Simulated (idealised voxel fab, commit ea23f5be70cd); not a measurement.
The document below concerns the process module designated voxel self aligned contacts.
In the cross-section labelled cut, the width is 155 nm and each square cell is 5 nm.
Bands, listed from the top down, are how a cross-section gets written in this document; the cross-section itself is a grid of square cells, and a band is one or more rows of them.
In this notation a band is specified by the heights of its top and bottom, in that order and in nm, after which its materials appear from left to right, each paired with its width in nm. The word "full width" attached to a single material means that material fills the band from edge to edge; the word "air" stands for empty space.
Heads up on the height convention: 0 is the point under which the incoming wafer is all one material, and the lowest band has no bottom, it just keeps going down, like "0..down".
A two-number width, for instance "30..40", indicates that the width is equal to the first number in the top row of the band and to the second number in the bottom row, and that it changes by a constant amount per row of cells.
The cross-section has no changed cell in any step marked "changes: none".
In "Closed empty spaces" the enclosed voids are listed, meaning empty spaces of 8 cells or larger without any opening to the top. The form is width x height at distance, distance from the left edge, units nm.
Heads up: the bit after the settings on a step's line is the simulator's remark on that step.
"overlay nm" denotes, for a step that has a mask, the displacement of the mask to the right of its planned place, with negative values corresponding to the left.
If you're wondering how to read the rest of this, here's the deal. It's pairs of cross-sections: one from before a process step, one from after it. The after one is only drawn as far down as the lowest band that changed. Right under each pair you'll see which step sits between them and what its settings were. Don't read the pairs as one continuous story, though. They can come from different runs of this module on the same starting wafer, and a pair only carries on from the one above it where its entry headed "Pre-process state" says so.

# Pre-process state
75..60 | resist 40 nm  air 70 nm  resist 45 nm
60..50 | aC 40 nm  air 70 nm  aC 45 nm
50..45 | SiO2 full width
45..20 | SiO2 10 nm  SiN 55 nm  SiO2 20 nm  SiN 55 nm  SiO2 15 nm
20..0 | SiO2 10 nm  SiN 10 nm  polySi 35 nm  SiN 10 nm  SiO2 20 nm  SiN 10 nm  polySi 35 nm  SiN 10 nm  SiO2 15 nm
0..-5 | SiO2 full width
-5..down | Si full width
Closed empty spaces: none

# Resulting Cross-Section
60..50 | aC 40 nm  air 70 nm  aC 45 nm
For the remainder of the cross-section, below 50, there is no change.
Closed empty spaces: none
For reference, the processing step occurring between the two cross-sections presented above is as follows: STRIP, etch materials resist

Pre-process state: as shown after the step in the preceding pair, directly above.

# Resulting Cross-Section
60..50 | aC 40 nm  air 70 nm  aC 45 nm
50..45 | SiO2 40 nm  air 70 nm  SiO2 45 nm
45..20 | SiO2 10 nm  SiN 55 nm  air 20 nm  SiN 55 nm  SiO2 15 nm
20..0 | SiO2 10 nm  SiN 10 nm  polySi 35 nm  SiN 10 nm  air 20 nm  SiN 10 nm  polySi 35 nm  SiN 10 nm  SiO2 15 nm
0..-5 | SiO2 65 nm  air 20 nm  SiO2 70 nm
For the remainder of the cross-section, below -5, there is no change.
Closed empty spaces: none
For reference, the processing step occurring between the two cross-sections presented above is as follows: DIRECTIONAL_ETCH, etch materials SiO2, depth nm 55

Pre-process state: as shown after the step in the preceding pair, directly above.

# Resulting Cross-Section
50..45 | SiO2 40 nm  air 70 nm  SiO2 45 nm
For the remainder of the cross-section, below 45, there is no change.
Closed empty spaces: none
For reference, the processing step occurring between the two cross-sections presented above is as follows: STRIP, etch materials aC

Pre-process state: as shown after the step in the preceding pair, directly above.

# Resulting Cross-Section
55..50 | TiN 45 nm  air 60 nm  TiN 50 nm
50..45 | SiO2 40 nm  TiN 30 nm  air 10 nm  TiN 30 nm  SiO2 45 nm
45..20 | SiO2 10 nm  SiN 55 nm  TiN 5 nm  air 10 nm  TiN 5 nm  SiN 55 nm  SiO2 15 nm
20..0 | SiO2 10 nm  SiN 10 nm  polySi 35 nm  SiN 10 nm  TiN 5 nm  air 10 nm  TiN 5 nm  SiN 10 nm  polySi 35 nm  SiN 10 nm  SiO2 15 nm
0..-5 | SiO2 65 nm  TiN 20 nm  SiO2 70 nm
For the remainder of the cross-section, below -5, there is no change.
Closed empty spaces: none
For reference, the processing step occurring between the two cross-sections presented above is as follows: CONFORMAL_DEP, material TiN, thk nm 5

Pre-process state: as shown after the step in the preceding pair, directly above.

# Resulting Cross-Section
60..55 | W full width
55..50 | TiN 45 nm  W 60 nm  TiN 50 nm
50..45 | SiO2 40 nm  TiN 30 nm  W 10 nm  TiN 30 nm  SiO2 45 nm
45..20 | SiO2 10 nm  SiN 55 nm  TiN 5 nm  W 10 nm  TiN 5 nm  SiN 55 nm  SiO2 15 nm
20..0 | SiO2 10 nm  SiN 10 nm  polySi 35 nm  SiN 10 nm  TiN 5 nm  W 10 nm  TiN 5 nm  SiN 10 nm  polySi 35 nm  SiN 10 nm  SiO2 15 nm
For the remainder of the cross-section, below 0, there is no change.
Closed empty spaces: none
For reference, the processing step occurring between the two cross-sections presented above is as follows: FILL_DEP, material W, thk nm 5

Pre-process state: as shown after the step in the preceding pair, directly above.

# Resulting Cross-Section
50..45 | SiO2 40 nm  TiN 30 nm  W 10 nm  TiN 30 nm  SiO2 45 nm
For the remainder of the cross-section, below 45, there is no change.
Closed empty spaces: none
For reference, the processing step occurring between the two cross-sections presented above is as follows: CMP, height nm 50

Pre-process state: as shown after the step in the preceding pair, directly above.

# Resulting Cross-Section
55..50 | SiCN full width
For the remainder of the cross-section, below 50, there is no change.
Closed empty spaces: none
For reference, the processing step occurring between the two cross-sections presented above is as follows: CONFORMAL_DEP, material SiCN, thk nm 5

# Pre-process state
60..50 | aC full width
50..45 | SiO2 full width
45..20 | SiO2 10 nm  SiN 55 nm  SiO2 20 nm  SiN 55 nm  SiO2 15 nm
20..0 | SiO2 10 nm  SiN 10 nm  polySi 35 nm  SiN 10 nm  SiO2 20 nm  SiN 10 nm  polySi 35 nm  SiN 10 nm  SiO2 15 nm
0..-5 | SiO2 full width
-5..down | Si full width
Closed empty spaces: none

# Resulting Cross-Section
85..60 | resist 55 nm  air 60 nm  resist 40 nm
For the remainder of the cross-section, below 60, there is no change.
Closed empty spaces: none
For reference, the processing step occurring between the two cross-sections presented above is as follows: PATTERN, tone open, mask id CONTACT, material resist, width nm 60, thk nm 25, overlay nm 10

Pre-process state: as shown after the step in the preceding pair, directly above.

# Resulting Cross-Section
75..60 | resist 55 nm  air 60 nm  resist 40 nm
60..50 | aC 55 nm  air 60 nm  aC 40 nm
For the remainder of the cross-section, below 50, there is no change.
Closed empty spaces: none
For reference, the processing step occurring between the two cross-sections presented above is as follows: DIRECTIONAL_ETCH, etch materials aC, depth nm 10

Pre-process state: as shown after the step in the preceding pair, directly above.

# Resulting Cross-Section
60..50 | aC 55 nm  air 60 nm  aC 40 nm
For the remainder of the cross-section, below 50, there is no change.
Closed empty spaces: none
For reference, the processing step occurring between the two cross-sections presented above is as follows: STRIP, etch materials resist

Pre-process state: as shown after the step in the preceding pair, directly above.

# Resulting Cross-Section
60..50 | aC 55 nm  air 60 nm  aC 40 nm
50..45 | SiO2 55 nm  air 60 nm  SiO2 40 nm
45..20 | SiO2 10 nm  SiN 55 nm  air 20 nm  SiN 55 nm  SiO2 15 nm
20..0 | SiO2 10 nm  SiN 10 nm  polySi 35 nm  SiN 10 nm  air 20 nm  SiN 10 nm  polySi 35 nm  SiN 10 nm  SiO2 15 nm
0..-5 | SiO2 65 nm  air 20 nm  SiO2 70 nm
For the remainder of the cross-section, below -5, there is no change.
Closed empty spaces: none
For reference, the processing step occurring between the two cross-sections presented above is as follows: DIRECTIONAL_ETCH, etch materials SiO2, depth nm 55

Pre-process state: as shown after the step in the preceding pair, directly above.

# Resulting Cross-Section
50..45 | SiO2 55 nm  air 60 nm  SiO2 40 nm
For the remainder of the cross-section, below 45, there is no change.
Closed empty spaces: none
For reference, the processing step occurring between the two cross-sections presented above is as follows: STRIP, etch materials aC

Pre-process state: as shown after the step in the preceding pair, directly above.

# Resulting Cross-Section
55..50 | TiN 60 nm  air 50 nm  TiN 45 nm
50..45 | SiO2 55 nm  TiN 15 nm  air 10 nm  TiN 35 nm  SiO2 40 nm
45..20 | SiO2 10 nm  SiN 55 nm  TiN 5 nm  air 10 nm  TiN 5 nm  SiN 55 nm  SiO2 15 nm
20..0 | SiO2 10 nm  SiN 10 nm  polySi 35 nm  SiN 10 nm  TiN 5 nm  air 10 nm  TiN 5 nm  SiN 10 nm  polySi 35 nm  SiN 10 nm  SiO2 15 nm
0..-5 | SiO2 65 nm  TiN 20 nm  SiO2 70 nm
For the remainder of the cross-section, below -5, there is no change.
Closed empty spaces: none
For reference, the processing step occurring between the two cross-sections presented above is as follows: CONFORMAL_DEP, material TiN, thk nm 5

Pre-process state: as shown after the step in the preceding pair, directly above.

# Resulting Cross-Section
60..55 | W full width
55..50 | TiN 60 nm  W 50 nm  TiN 45 nm
50..45 | SiO2 55 nm  TiN 15 nm  W 10 nm  TiN 35 nm  SiO2 40 nm
45..20 | SiO2 10 nm  SiN 55 nm  TiN 5 nm  W 10 nm  TiN 5 nm  SiN 55 nm  SiO2 15 nm
20..0 | SiO2 10 nm  SiN 10 nm  polySi 35 nm  SiN 10 nm  TiN 5 nm  W 10 nm  TiN 5 nm  SiN 10 nm  polySi 35 nm  SiN 10 nm  SiO2 15 nm
For the remainder of the cross-section, below 0, there is no change.
Closed empty spaces: none
For reference, the processing step occurring between the two cross-sections presented above is as follows: FILL_DEP, material W, thk nm 5

Pre-process state: as shown after the step in the preceding pair, directly above.

# Resulting Cross-Section
50..45 | SiO2 55 nm  TiN 15 nm  W 10 nm  TiN 35 nm  SiO2 40 nm
For the remainder of the cross-section, below 45, there is no change.
Closed empty spaces: none
For reference, the processing step occurring between the two cross-sections presented above is as follows: CMP, height nm 50

Pre-process state: as shown after the step in the preceding pair, directly above.

# Resulting Cross-Section
55..50 | SiCN full width
For the remainder of the cross-section, below 50, there is no change.
Closed empty spaces: none
For reference, the processing step occurring between the two cross-sections presented above is as follows: CONFORMAL_DEP, material SiCN, thk nm 5

# Pre-process state
0..-5 | SiO2 full width
-5..down | Si full width
Closed empty spaces: none

# Resulting Cross-Section
20..0 | SiCN full width
For the remainder of the cross-section, below 0, there is no change.
Closed empty spaces: none
For reference, the processing step occurring between the two cross-sections presented above is as follows: DIRECTIONAL_DEP, material SiCN, thk nm 20

Pre-process state: as shown after the step in the preceding pair, directly above.

# Resulting Cross-Section
45..20 | SiN full width
For the remainder of the cross-section, below 20, there is no change.
Closed empty spaces: none
For reference, the processing step occurring between the two cross-sections presented above is as follows: DIRECTIONAL_DEP, material SiN, thk nm 25

Pre-process state: as shown after the step in the preceding pair, directly above.

# Resulting Cross-Section
45..20 | air 20 nm  SiN 35 nm  air 40 nm  SiN 35 nm  air 25 nm
For the remainder of the cross-section, below 20, there is no change.
Closed empty spaces: none
For reference, the processing step occurring between the two cross-sections presented above is as follows: MASKED_ETCH, tone cover, mask id GATE, width nm 35, pitch nm 75, etch materials SiN, depth nm 25, overlay nm 0

Pre-process state: as shown after the step in the preceding pair, directly above.

# Resulting Cross-Section
55..30 | air 10 nm  SiN 55 nm  air 20 nm  SiN 55 nm  air 15 nm
30..20 | SiN full width
For the remainder of the cross-section, below 20, there is no change.
Closed empty spaces: none
For reference, the processing step occurring between the two cross-sections presented above is as follows: CONFORMAL_DEP, material SiN, thk nm 10

Pre-process state: as shown after the step in the preceding pair, directly above.

# Resulting Cross-Section
45..20 | air 10 nm  SiN 55 nm  air 20 nm  SiN 55 nm  air 15 nm
For the remainder of the cross-section, below 20, there is no change.
Closed empty spaces: none
For reference, the processing step occurring between the two cross-sections presented above is as follows: DIRECTIONAL_ETCH, etch materials SiN, depth nm 10

Pre-process state: as shown after the step in the preceding pair, directly above.

# Resulting Cross-Section
60..45 | SiO2 full width
45..20 | SiO2 10 nm  SiN 55 nm  SiO2 20 nm  SiN 55 nm  SiO2 15 nm
For the remainder of the cross-section, below 20, there is no change.
Closed empty spaces: none
For reference, the processing step occurring between the two cross-sections presented above is as follows: FILL_DEP, material SiO2, thk nm 15

Pre-process state: as shown after the step in the preceding pair, directly above.

# Resulting Cross-Section
50..45 | SiO2 full width
For the remainder of the cross-section, below 45, there is no change.
Closed empty spaces: none
For reference, the processing step occurring between the two cross-sections presented above is as follows: CMP, height nm 50

Pre-process state: as shown after the step in the preceding pair, directly above.

# Resulting Cross-Section
60..50 | aC full width
For the remainder of the cross-section, below 50, there is no change.
Closed empty spaces: none
For reference, the processing step occurring between the two cross-sections presented above is as follows: DIRECTIONAL_DEP, material aC, thk nm 10

Pre-process state: as shown after the step in the preceding pair, directly above.

# Resulting Cross-Section
85..60 | resist 45 nm  air 60 nm  resist 50 nm
For the remainder of the cross-section, below 60, there is no change.
Closed empty spaces: none
For reference, the processing step occurring between the two cross-sections presented above is as follows: PATTERN, tone open, mask id CONTACT, material resist, width nm 60, thk nm 25, overlay nm 0

Pre-process state: as shown after the step in the preceding pair, directly above.

# Resulting Cross-Section
75..60 | resist 45 nm  air 60 nm  resist 50 nm
60..50 | aC 45 nm  air 60 nm  aC 50 nm
For the remainder of the cross-section, below 50, there is no change.
Closed empty spaces: none
For reference, the processing step occurring between the two cross-sections presented above is as follows: DIRECTIONAL_ETCH, etch materials aC, depth nm 10

Pre-process state: as shown after the step in the preceding pair, directly above.

# Resulting Cross-Section
60..50 | aC 45 nm  air 60 nm  aC 50 nm
For the remainder of the cross-section, below 50, there is no change.
Closed empty spaces: none
For reference, the processing step occurring between the two cross-sections presented above is as follows: STRIP, etch materials resist

Pre-process state: as shown after the step in the preceding pair, directly above.

# Resulting Cross-Section
60..50 | aC 45 nm  air 60 nm  aC 50 nm
50..45 | SiO2 45 nm  air 60 nm  SiO2 50 nm
45..20 | SiO2 10 nm  SiN 55 nm  air 20 nm  SiN 55 nm  SiO2 15 nm
For the remainder of the cross-section, below 20, there is no change.
Closed empty spaces: none
For reference, the processing step occurring between the two cross-sections presented above is as follows: DIRECTIONAL_ETCH, etch materials SiO2, depth nm 55

Pre-process state: as shown after the step in the preceding pair, directly above.

# Resulting Cross-Section
50..45 | SiO2 45 nm  air 60 nm  SiO2 50 nm
For the remainder of the cross-section, below 45, there is no change.
Closed empty spaces: none
For reference, the processing step occurring between the two cross-sections presented above is as follows: STRIP, etch materials aC

Pre-process state: as shown after the step in the preceding pair, directly above.

# Resulting Cross-Section
55..50 | TiN 50 nm  air 50 nm  TiN 55 nm
50..45 | SiO2 45 nm  TiN 25 nm  air 10 nm  TiN 25 nm  SiO2 50 nm
45..25 | SiO2 10 nm  SiN 55 nm  TiN 5 nm  air 10 nm  TiN 5 nm  SiN 55 nm  SiO2 15 nm
25..20 | SiO2 10 nm  SiN 55 nm  TiN 20 nm  SiN 55 nm  SiO2 15 nm
For the remainder of the cross-section, below 20, there is no change.
Closed empty spaces: none
For reference, the processing step occurring between the two cross-sections presented above is as follows: CONFORMAL_DEP, material TiN, thk nm 5

Pre-process state: as shown after the step in the preceding pair, directly above.

# Resulting Cross-Section
60..55 | W full width
55..50 | TiN 50 nm  W 50 nm  TiN 55 nm
50..45 | SiO2 45 nm  TiN 25 nm  W 10 nm  TiN 25 nm  SiO2 50 nm
45..25 | SiO2 10 nm  SiN 55 nm  TiN 5 nm  W 10 nm  TiN 5 nm  SiN 55 nm  SiO2 15 nm
For the remainder of the cross-section, below 25, there is no change.
Closed empty spaces: none
For reference, the processing step occurring between the two cross-sections presented above is as follows: FILL_DEP, material W, thk nm 5

Pre-process state: as shown after the step in the preceding pair, directly above.

# Resulting Cross-Section
50..45 | SiO2 45 nm  TiN 25 nm  W 10 nm  TiN 25 nm  SiO2 50 nm
For the remainder of the cross-section, below 45, there is no change.
Closed empty spaces: none
For reference, the processing step occurring between the two cross-sections presented above is as follows: CMP, height nm 50

Pre-process state: as shown after the step in the preceding pair, directly above.

# Resulting Cross-Section
55..50 | SiCN full width
For the remainder of the cross-section, below 50, there is no change.
Closed empty spaces: none
For reference, the processing step occurring between the two cross-sections presented above is as follows: CONFORMAL_DEP, material SiCN, thk nm 5

# Pre-process state
60..50 | aC full width
50..45 | SiO2 full width
45..20 | SiO2 10 nm  SiN 55 nm  SiO2 20 nm  SiN 55 nm  SiO2 15 nm
20..0 | SiO2 10 nm  SiN 10 nm  polySi 35 nm  SiN 10 nm  SiO2 20 nm  SiN 10 nm  polySi 35 nm  SiN 10 nm  SiO2 15 nm
0..-5 | SiO2 full width
-5..down | Si full width
Closed empty spaces: none

# Resulting Cross-Section
85..60 | air 45 nm  resist 60 nm  air 50 nm
For the remainder of the cross-section, below 60, there is no change.
Closed empty spaces: none
For reference, the processing step occurring between the two cross-sections presented above is as follows: PATTERN, tone cover, mask id CONTACT, material resist, width nm 60, thk nm 25, overlay nm 0

Pre-process state: as shown after the step in the preceding pair, directly above.

# Resulting Cross-Section
75..60 | air 45 nm  resist 60 nm  air 50 nm
60..50 | air 45 nm  aC 60 nm  air 50 nm
For the remainder of the cross-section, below 50, there is no change.
Closed empty spaces: none
For reference, the processing step occurring between the two cross-sections presented above is as follows: DIRECTIONAL_ETCH, etch materials aC, depth nm 10

Pre-process state: as shown after the step in the preceding pair, directly above.

# Resulting Cross-Section
60..50 | air 45 nm  aC 60 nm  air 50 nm
For the remainder of the cross-section, below 50, there is no change.
Closed empty spaces: none
For reference, the processing step occurring between the two cross-sections presented above is as follows: STRIP, etch materials resist

Pre-process state: as shown after the step in the preceding pair, directly above.

# Resulting Cross-Section
60..50 | air 45 nm  aC 60 nm  air 50 nm
50..45 | air 45 nm  SiO2 60 nm  air 50 nm
45..20 | air 10 nm  SiN 55 nm  SiO2 20 nm  SiN 55 nm  air 15 nm
20..0 | air 10 nm  SiN 10 nm  polySi 35 nm  SiN 10 nm  SiO2 20 nm  SiN 10 nm  polySi 35 nm  SiN 10 nm  air 15 nm
0..-5 | air 10 nm  SiO2 130 nm  air 15 nm
For the remainder of the cross-section, below -5, there is no change.
Closed empty spaces: none
For reference, the processing step occurring between the two cross-sections presented above is as follows: DIRECTIONAL_ETCH, etch materials SiO2, depth nm 55

Pre-process state: as shown after the step in the preceding pair, directly above.

# Resulting Cross-Section
50..45 | air 45 nm  SiO2 60 nm  air 50 nm
For the remainder of the cross-section, below 45, there is no change.
Closed empty spaces: none
For reference, the processing step occurring between the two cross-sections presented above is as follows: STRIP, etch materials aC

Pre-process state: as shown after the step in the preceding pair, directly above.

# Resulting Cross-Section
55..50 | air 40 nm  TiN 70 nm  air 45 nm
50..45 | air 5 nm  TiN 40 nm  SiO2 60 nm  TiN 40 nm  air 10 nm
45..20 | air 5 nm  TiN 5 nm  SiN 55 nm  SiO2 20 nm  SiN 55 nm  TiN 5 nm  air 10 nm
20..0 | air 5 nm  TiN 5 nm  SiN 10 nm  polySi 35 nm  SiN 10 nm  SiO2 20 nm  SiN 10 nm  polySi 35 nm  SiN 10 nm  TiN 5 nm  air 10 nm
0..-5 | TiN 10 nm  SiO2 130 nm  TiN 15 nm
For the remainder of the cross-section, below -5, there is no change.
Closed empty spaces: none
For reference, the processing step occurring between the two cross-sections presented above is as follows: CONFORMAL_DEP, material TiN, thk nm 5

Pre-process state: as shown after the step in the preceding pair, directly above.

# Resulting Cross-Section
60..55 | W full width
55..50 | W 40 nm  TiN 70 nm  W 45 nm
50..45 | W 5 nm  TiN 40 nm  SiO2 60 nm  TiN 40 nm  W 10 nm
45..20 | W 5 nm  TiN 5 nm  SiN 55 nm  SiO2 20 nm  SiN 55 nm  TiN 5 nm  W 10 nm
20..0 | W 5 nm  TiN 5 nm  SiN 10 nm  polySi 35 nm  SiN 10 nm  SiO2 20 nm  SiN 10 nm  polySi 35 nm  SiN 10 nm  TiN 5 nm  W 10 nm
For the remainder of the cross-section, below 0, there is no change.
Closed empty spaces: none
For reference, the processing step occurring between the two cross-sections presented above is as follows: FILL_DEP, material W, thk nm 5

Pre-process state: as shown after the step in the preceding pair, directly above.

# Resulting Cross-Section
50..45 | W 5 nm  TiN 40 nm  SiO2 60 nm  TiN 40 nm  W 10 nm
For the remainder of the cross-section, below 45, there is no change.
Closed empty spaces: none
For reference, the processing step occurring between the two cross-sections presented above is as follows: CMP, height nm 50

Pre-process state: as shown after the step in the preceding pair, directly above.

# Resulting Cross-Section
55..50 | SiCN full width
For the remainder of the cross-section, below 50, there is no change.
Closed empty spaces: none
For reference, the processing step occurring between the two cross-sections presented above is as follows: CONFORMAL_DEP, material SiCN, thk nm 5
